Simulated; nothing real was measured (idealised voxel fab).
A process module follows: voxel self aligned contacts.
Each square cell in cross-section cut measures 5 nm, and the section as a whole is 155 nm wide.
When this document writes out a cross-section, it uses a grid of square cells and lists it as bands, beginning at the top and moving down, with a band standing for one or more rows of cells.
What a band's entry tells you: where the top is and where the bottom is, as heights in nm, and after that what lies inside, material by material from left to right, each with its width in nm. Empty space is written as the word "empty", and a single material marked with the word "everywhere" occupies the band from edge to edge.
Height reference: 0 = level under which incoming wafer is all one material. Lowest band: no bottom, runs on downward, e.g. "from 0 down".
Quick explanation for "30 to 40": the width changes in equal steps down the rows of cells, from the first number in the band's top row to the second number in its bottom row.
Any step labelled "identical to before" changed none of the cells in the cross-section.
"Sealed internal cavities" - sealed voids, min. 8 cells, no opening to top; format: width x height at distance (distance from left edge; nm throughout).
Heads up: the bit after the settings on a step's line is the simulator's remark on that step.
The line of a step may include "overlay nm". On a step with a mask, this value is how far to the right of its planned place the mask lay. A negative value means the mask lay to the left.

-- List of planned process steps
1. RECEIVE with material Si
2. OXIDIZE with depth nm 5
3. DIRECTIONAL_DEP with material polySi, thk nm 30
4. DIRECTIONAL_DEP with material SiN, thk nm 25
5. PATTERN with tone cover, mask id GATE, material resist, width nm 25, pitch nm 65, thk nm 20, overlay nm -15
6. DIRECTIONAL_ETCH with etch materials SiN, depth nm 25
7. DIRECTIONAL_ETCH with etch materials polySi, depth nm 30
8. STRIP with etch materials resist
9. CONFORMAL_DEP with material SiN, thk nm 10
10. DIRECTIONAL_ETCH with etch materials SiN, depth nm 10
11. FILL_DEP with material SiO2, thk nm 20
12. CMP with height nm 65
13. PATTERN with tone open, mask id CONTACT, material resist, width nm 50, thk nm 20, overlay nm 0
14. DIRECTIONAL_ETCH with etch materials SiO2, depth nm 70
15. STRIP with etch materials resist
16. CONFORMAL_DEP with material TiN, thk nm 5
17. FILL_DEP with material W, thk nm 5
18. CMP with height nm 65
19. CONFORMAL_DEP with material SiN, thk nm 5
Don't read the plan's overlay nm for step 5 as applying to every wafer: that's the first wafer's value, and the wafers differ in it, though they all start identical.

-- Cut through the first of several wafers as received, post step 1
	from 0 down | Si everywhere
	Sealed internal cavities: none

-- End of module, by wafer: material-by-material cell gain (+) or loss (-) since receipt, then closed voids
overlay nm -15, -31 Si, +169 SiN, +168 SiO2, +36 TiN, +32 W, +60 polySi, Sealed internal cavities: none
overlay nm -10, -31 Si, +169 SiN, +168 SiO2, +36 TiN, +32 W, +60 polySi, Sealed internal cavities: none
overlay nm -5, -31 Si, +169 SiN, +168 SiO2, +36 TiN, +32 W, +60 polySi, Sealed internal cavities: none
overlay nm 0, -31 Si, +169 SiN, +168 SiO2, +36 TiN, +32 W, +60 polySi, Sealed internal cavities: none
overlay nm 5, -31 Si, +169 SiN, +168 SiO2, +36 TiN, +32 W, +60 polySi, Sealed internal cavities: none
overlay nm 10, -31 Si, +169 SiN, +168 SiO2, +36 TiN, +32 W, +60 polySi, Sealed internal cavities: none
overlay nm 15, -31 Si, +169 SiN, +168 SiO2, +36 TiN, +32 W, +60 polySi, Sealed internal cavities: none
